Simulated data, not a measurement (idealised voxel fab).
process module | voxel capacitor over wiring
cross-section cut | 275 nm wide | cells 5 nm
A cross-section is a grid of square cells, given in bands from the top down. A band is one or more rows of cells.
Each band's line starts with the height of the band's top and of its bottom, in nm. Then come its materials from left to right, each with its width in nm. One material with "throughout" fills the band from edge to edge. "air" is empty space.
Height 0 is the level under which the wafer as received is all one material. The lowest band goes on downwards, as in "0 down".
A width such as "30 to 40" changes by the same amount from each row of cells to the next, from the band's top row to its bottom row.
"no change" after a step means that no cell of the cross-section changed.
closed voids: empty space of 8 cells or more with no open way to the top, each as width x height at its distance from the left edge, in nm
after a step's settings: what the simulator itself notes on the step
overlay nm, on a step with a mask: how far to the right of its planned place the mask lay; to the left if negative
plan
1 op RECEIVE | material Si
2 op CONFORMAL_DEP | material SiO2 | thk nm 10
3 op DIRECTIONAL_DEP | material TiN | thk nm 5
4 op DIRECTIONAL_DEP | material W | thk nm 15
5 op DIRECTIONAL_DEP | material aC | thk nm 15
6 op PATTERN | tone cover | mask id METAL_1 | material resist | width nm 25 | pitch nm 80 | thk nm 35 | overlay nm 0
7 op DIRECTIONAL_ETCH | etch materials aC | depth nm 15
8 op STRIP | etch materials resist
9 op DIRECTIONAL_ETCH | etch materials W | depth nm 15
10 op DIRECTIONAL_ETCH | etch materials TiN | depth nm 5
11 op STRIP | etch materials aC
12 op CONFORMAL_DEP | material SiCN | thk nm 5
13 op FILL_DEP | material SiO2 | thk nm 10
14 op CMP | height nm 30
15 op CONFORMAL_DEP | material SiCN | thk nm 5
16 op DIRECTIONAL_DEP | material SiO2 | thk nm 10
17 op MASKED_ETCH | tone open | mask id PLUG_1 | width nm 15 | etch materials SiO2 | depth nm 10 | overlay nm 0
18 op MASKED_ETCH | tone open | mask id PLUG_1 | width nm 15 | etch materials SiCN | depth nm 5 | overlay nm 0
19 op EPI | material Ru | thk nm 10
20 op EPI | material Ru | thk nm 5
21 op DIRECTIONAL_DEP | material TiN | thk nm 10
22 op DIRECTIONAL_DEP | material HfO2 | thk nm 5
23 op DIRECTIONAL_DEP | material TiN | thk nm 5
24 op DIRECTIONAL_DEP | material aC | thk nm 15
25 op PATTERN | tone cover | mask id UPPER_PLATE | material resist | width nm 60 | thk nm 30 | overlay nm 0
26 op DIRECTIONAL_ETCH | etch materials aC | depth nm 15
27 op STRIP | etch materials resist
28 op DIRECTIONAL_ETCH | etch materials TiN | depth nm 5
29 op DIRECTIONAL_ETCH | etch materials HfO2 | depth nm 5
30 op STRIP | etch materials aC
31 op MASKED_ETCH | tone cover | mask id LOWER_PLATE | width nm 70 | etch materials TiN | depth nm 10 | overlay nm 0
32 op FILL_DEP | material SiO2 | thk nm 20
33 op CMP | height nm 80
34 op DIRECTIONAL_DEP | material aC | thk nm 10
35 op PATTERN | tone open | mask id PLUG_2 | material resist | width nm 15 | thk nm 30 | overlay nm 0
36 op DIRECTIONAL_ETCH | etch materials aC | depth nm 10
37 op STRIP | etch materials resist
38 op DIRECTIONAL_ETCH | etch materials SiO2 | depth nm 15
39 op STRIP | etch materials aC
40 op CONFORMAL_DEP | material TiN | thk nm 5
41 op FILL_DEP | material W | thk nm 5
42 op CMP | height nm 80
43 op CONFORMAL_DEP | material SiCN | thk nm 5
first wafer, as planned
as received, after step 1
  0 down: Si throughout
  closed voids: none
after step 2
  10 to 0: SiO2 throughout
  below 0: unchanged
after step 3
  15 to 10: TiN throughout
  below 10: unchanged
after step 4
  30 to 15: W throughout
  below 15: unchanged
after step 5
  45 to 30: aC throughout
  below 30: unchanged
after step 6
  80 to 45: air 85 | resist 25 | air 55 | resist 25 | air 85
  below 45: unchanged
after step 7
  65 to 45: air 85 | resist 25 | air 55 | resist 25 | air 85
  45 to 30: air 85 | aC 25 | air 55 | aC 25 | air 85
  below 30: unchanged
after step 8
  45 to 30: air 85 | aC 25 | air 55 | aC 25 | air 85
  below 30: unchanged
after step 9
  45 to 30: air 85 | aC 25 | air 55 | aC 25 | air 85
  30 to 15: air 85 | W 25 | air 55 | W 25 | air 85
  below 15: unchanged
after step 10
  45 to 30: air 85 | aC 25 | air 55 | aC 25 | air 85
  30 to 15: air 85 | W 25 | air 55 | W 25 | air 85
  15 to 10: air 85 | TiN 25 | air 55 | TiN 25 | air 85
  below 10: unchanged
after step 11
  30 to 15: air 85 | W 25 | air 55 | W 25 | air 85
  below 15: unchanged
after step 12
  35 to 30: air 80 | SiCN 35 | air 45 | SiCN 35 | air 80
  30 to 15: air 80 | SiCN 5 | W 25 | SiCN 5 | air 45 | SiCN 5 | W 25 | SiCN 5 | air 80
  15 to 10: SiCN 85 | TiN 25 | SiCN 55 | TiN 25 | SiCN 85
  below 10: unchanged
after step 13
  45 to 35: SiO2 throughout
  35 to 30: SiO2 80 | SiCN 35 | SiO2 45 | SiCN 35 | SiO2 80
  30 to 15: SiO2 80 | SiCN 5 | W 25 | SiCN 5 | SiO2 45 | SiCN 5 | W 25 | SiCN 5 | SiO2 80
  below 15: unchanged
after step 14
  30 to 15: SiO2 80 | SiCN 5 | W 25 | SiCN 5 | SiO2 45 | SiCN 5 | W 25 | SiCN 5 | SiO2 80
  below 15: unchanged
after step 15
  35 to 30: SiCN throughout
  below 30: unchanged
after step 16
  45 to 35: SiO2 throughout
  below 35: unchanged
after step 17
  45 to 35: SiO2 95 | air 15 | SiO2 165
  below 35: unchanged
after step 18
  45 to 35: SiO2 95 | air 15 | SiO2 165
  35 to 30: SiCN 95 | air 15 | SiCN 165
  below 30: unchanged
after step 19
  45 to 40: SiO2 95 | air 15 | SiO2 165
  40 to 35: SiO2 95 | Ru 15 | SiO2 165
  35 to 30: SiCN 95 | Ru 15 | SiCN 165
  below 30: unchanged
after step 20
  45 to 35: SiO2 95 | Ru 15 | SiO2 165
  below 35: unchanged
after step 21
  55 to 45: TiN throughout
  below 45: unchanged
after step 22
  60 to 55: HfO2 throughout
  below 55: unchanged
after step 23
  65 to 60: TiN throughout
  below 60: unchanged
after step 24
  80 to 65: aC throughout
  below 65: unchanged
after step 25
  110 to 80: air 95 | resist 60 | air 120
  below 80: unchanged
after step 26
  95 to 80: air 95 | resist 60 | air 120
  80 to 65: air 95 | aC 60 | air 120
  below 65: unchanged
after step 27
  80 to 65: air 95 | aC 60 | air 120
  below 65: unchanged
after step 28
  80 to 65: air 95 | aC 60 | air 120
  65 to 60: air 95 | TiN 60 | air 120
  below 60: unchanged
after step 29
  80 to 65: air 95 | aC 60 | air 120
  65 to 60: air 95 | TiN 60 | air 120
  60 to 55: air 95 | HfO2 60 | air 120
  below 55: unchanged
after step 30
  65 to 60: air 95 | TiN 60 | air 120
  below 60: unchanged
after step 31
  65 to 60: air 95 | TiN 60 | air 120
  60 to 55: air 95 | HfO2 60 | air 120
  55 to 45: air 90 | TiN 70 | air 115
  below 45: unchanged
after step 32
  85 to 65: SiO2 throughout
  65 to 60: SiO2 95 | TiN 60 | SiO2 120
  60 to 55: SiO2 95 | HfO2 60 | SiO2 120
  55 to 45: SiO2 90 | TiN 70 | SiO2 115
  below 45: unchanged
after step 33
  80 to 65: SiO2 throughout
  below 65: unchanged
after step 34
  90 to 80: aC throughout
  below 80: unchanged
after step 35
  120 to 90: resist 105 | air 15 | resist 155
  below 90: unchanged
after step 36
  110 to 90: resist 105 | air 15 | resist 155
  90 to 80: aC 105 | air 15 | aC 155
  below 80: unchanged
after step 37
  90 to 80: aC 105 | air 15 | aC 155
  below 80: unchanged
after step 38
  90 to 80: aC 105 | air 15 | aC 155
  80 to 65: SiO2 105 | air 15 | SiO2 155
  below 65: unchanged
after step 39
  80 to 65: SiO2 105 | air 15 | SiO2 155
  below 65: unchanged
after step 40
  85 to 80: TiN 110 | air 5 | TiN 160
  80 to 70: SiO2 105 | TiN 5 | air 5 | TiN 5 | SiO2 155
  70 to 60: SiO2 105 to 95 | TiN 15 to 60 | SiO2 155 to 120
  below 60: unchanged
after step 41
  90 to 85: W throughout
  85 to 80: TiN 110 | W 5 | TiN 160
  80 to 70: SiO2 105 | TiN 5 | W 5 | TiN 5 | SiO2 155
  below 70: unchanged
after step 42
  80 to 70: SiO2 105 | TiN 5 | W 5 | TiN 5 | SiO2 155
  below 70: unchanged
after step 43
  85 to 80: SiCN throughout
  below 80: unchanged
second wafer: like start, like plan, one mistake. Through step 17 it matches the first wafer
when step 18 should have ended
  45 to 35: SiO2 95 | air 15 | SiO2 165
  35 to 30: SiCN 105 | air 5 | SiCN 165
  below 30: unchanged
when step 19 should have ended
  45 to 40: SiO2 95 | air 15 | SiO2 165
  40 to 35: SiO2 95 | air 5 | Ru 10 | SiO2 165
  35 to 30: SiCN 105 | Ru 5 | SiCN 165
  below 30: unchanged
when step 20 should have ended
  45 to 35: SiO2 95 | Ru 15 | SiO2 165
  below 35: unchanged
when step 21 should have ended
  55 to 45: TiN throughout
  below 45: unchanged
when step 22 should have ended
  60 to 55: HfO2 throughout
  below 55: unchanged
when step 23 should have ended
  65 to 60: TiN throughout
  below 60: unchanged
when step 24 should have ended
  80 to 65: aC throughout
  below 65: unchanged
when step 25 should have ended
  110 to 80: air 95 | resist 60 | air 120
  below 80: unchanged
when step 26 should have ended
  95 to 80: air 95 | resist 60 | air 120
  80 to 65: air 95 | aC 60 | air 120
  below 65: unchanged
when step 27 should have ended
  80 to 65: air 95 | aC 60 | air 120
  below 65: unchanged
when step 28 should have ended
  80 to 65: air 95 | aC 60 | air 120
  65 to 60: air 95 | TiN 60 | air 120
  below 60: unchanged
when step 29 should have ended
  80 to 65: air 95 | aC 60 | air 120
  65 to 60: air 95 | TiN 60 | air 120
  60 to 55: air 95 | HfO2 60 | air 120
  below 55: unchanged
when step 30 should have ended
  65 to 60: air 95 | TiN 60 | air 120
  below 60: unchanged
when step 31 should have ended
  65 to 60: air 95 | TiN 60 | air 120
  60 to 55: air 95 | HfO2 60 | air 120
  55 to 45: air 90 | TiN 70 | air 115
  below 45: unchanged
when step 32 should have ended
  85 to 65: SiO2 throughout
  65 to 60: SiO2 95 | TiN 60 | SiO2 120
  60 to 55: SiO2 95 | HfO2 60 | SiO2 120
  55 to 45: SiO2 90 | TiN 70 | SiO2 115
  below 45: unchanged
when step 33 should have ended
  80 to 65: SiO2 throughout
  below 65: unchanged
when step 34 should have ended
  90 to 80: aC throughout
  below 80: unchanged
when step 35 should have ended
  120 to 90: resist 105 | air 15 | resist 155
  below 90: unchanged
when step 36 should have ended
  110 to 90: resist 105 | air 15 | resist 155
  90 to 80: aC 105 | air 15 | aC 155
  below 80: unchanged
when step 37 should have ended
  90 to 80: aC 105 | air 15 | aC 155
  below 80: unchanged
when step 38 should have ended
  90 to 80: aC 105 | air 15 | aC 155
  80 to 65: SiO2 105 | air 15 | SiO2 155
  below 65: unchanged
when step 39 should have ended
  80 to 65: SiO2 105 | air 15 | SiO2 155
  below 65: unchanged
when step 40 should have ended
  85 to 80: TiN 110 | air 5 | TiN 160
  80 to 70: SiO2 105 | TiN 5 | air 5 | TiN 5 | SiO2 155
  70 to 60: SiO2 105 to 95 | TiN 15 to 60 | SiO2 155 to 120
  below 60: unchanged
when step 41 should have ended
  90 to 85: W throughout
  85 to 80: TiN 110 | W 5 | TiN 160
  80 to 70: SiO2 105 | TiN 5 | W 5 | TiN 5 | SiO2 155
  below 70: unchanged
when step 42 should have ended
  80 to 70: SiO2 105 | TiN 5 | W 5 | TiN 5 | SiO2 155
  below 70: unchanged
when step 43 should have ended
  85 to 80: SiCN throughout
  below 80: unchanged
what went wrong: step 18 ran as: op MASKED_ETCH | tone open | mask id PLUG_1 | width nm 15 | etch materials SiCN | depth nm 5 | overlay nm 10
at the end the second wafer has, in cells: 2 fewer of Ru | 2 more of SiCN
